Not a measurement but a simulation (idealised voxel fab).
Presented below is a process module, voxel plated lines.
The figure presents cross-section cut, which has a width of 265 nm and is divided into square cells with an edge length of 5 nm.
The cross-sections in this document take the form of a grid made of square cells. They are written out as bands, in order from top to bottom. Each band consists of one or more rows of cells.
Band: top height; bottom height; in nm. Then, left to right: material with width in nm, for each material. "all across": a single material spanning edge to edge. "blank": empty space.
Where do heights start? At 0: under that level the wafer as delivered is made of one material only. And the lowest band has no floor; it just carries on downward, as in "0 nm and below".
Think of "30..40" as a width that walks from the first number to the second as you go down the band, top row to bottom row, taking equal-sized steps from row to row.
Where the words "remained the same" appear for a step, the cross-section shows no cell changed by that step; every cell remained as before.
What "Sealed-off cavities" gives you is every empty space of 8 cells or more that is cut off from the top. Each appears as width x height at distance, with the distance taken from the left edge and width, height and distance all in nm.
Post-settings text on a step line: simulator's own remark regarding the step.
overlay nm: mask offset rightward from planned place, masked step; negative means leftward offset.
Set out below are the planned steps of the process
1. RECEIVE [material Si]
2. CONFORMAL_DEP [material SiO2] [thk nm 5]
3. DIRECTIONAL_DEP [material TiN] [thk nm 5]
4. PATTERN [tone open] [mask id LINES] [material resist] [width nm 15] [pitch nm 40] [thk nm 25] [overlay nm 0]
5. EPI [material Ru] [thk nm 5]
6. EPI [material Ru] [thk nm 5]
7. STRIP [etch materials resist]
8. DIRECTIONAL_ETCH [etch materials TiN] [depth nm 5]
9. CONFORMAL_DEP [material SiCN] [thk nm 10]
The wafers in this document start out alike and differ in the width nm applied at step 4; the plan shows the value used for the first wafer.
So this is the first of several wafers, cross-sectioned as it came to us, meaning it's at the end of step 1
    0 nm and below: Si all across
    Sealed-off cavities: none
Basically each wafer gets a line in the table, showing it at the end of the module: material by material, the cells it gained (+) or lost (-) since we got it, then its closed voids
width nm 15; +12 Ru; +130 SiCN; +53 SiO2; +6 TiN; Sealed-off cavities: none
width nm 20; +16 Ru; +130 SiCN; +53 SiO2; +8 TiN; Sealed-off cavities: none
width nm 25; +20 Ru; +127 SiCN; +53 SiO2; +10 TiN; Sealed-off cavities: none
